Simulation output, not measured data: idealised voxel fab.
This is a process module. Its name is voxel released beams.
225 nm wide, 5 nm square cells: that's cross-section cut.
In what follows, cross-sections appear as grids of square cells, described through bands that run from the top down, where every band is one or more rows of cells. Within each band entry, the heights of the top and of the bottom of the band appear first, in that order and in nm; the materials of the band then follow from left to right, each with its corresponding width in nm. The designation "edge to edge" on a single material indicates that it fills the band from edge to edge; the designation "empty" indicates empty space. Below 0: as-received wafer, all one material; heights counted from there. Lowest band: no bottom, goes on down, written "0..down". Width spec "30->40" -> top row of cells at first value, bottom row at second value, equal per-row change in between. What does "remains unaltered" mean for a step? It means no cell of the cross-section changed in that step. Closed void entries: empty space of 8 cells or more with no open way to the top, each as width x height at its distance from the left edge, in nm. On each step's line, the part that comes after the settings is the simulator's own comment on the step. Regarding "overlay nm": on a step with a mask, it is the distance the mask lay to the right of its planned place; a negative value places it to the left.

# Here's what the planned process steps look like
1) RECEIVE, material Si
2) CONFORMAL_DEP, material Al2O3, thk nm 5
3) DIRECTIONAL_DEP, material SiO2, thk nm 20
4) MASKED_ETCH, tone open, mask id ANCHOR, width nm 40, etch materials SiO2, depth nm 20, overlay nm 0
5) CONFORMAL_DEP, material SiN, thk nm 15
6) MASKED_ETCH, tone cover, mask id BEAM, width nm 120, etch materials SiN, depth nm 15, overlay nm 0
7) STRIP, etch materials SiO2

# Cross-section of the wafer upon arrival, representing the state reached after step 1
  0..down  Si edge to edge
  Closed void entries: none

# The plan above was carried out on the starting structure above with one mistake, and this cross-section shows the wafer at the end of the module
  40..25  empty 50 nm, SiN 120 nm, empty 55 nm
  25..0  Al2O3 edge to edge
  0..down  Si edge to edge
  Closed void entries: none
It is concluded that the wafer was processed incorrectly with respect to the plan, in that step 3 went in with a setting other than planned; the actual run was DIRECTIONAL_DEP, material Al2O3, thk nm 20
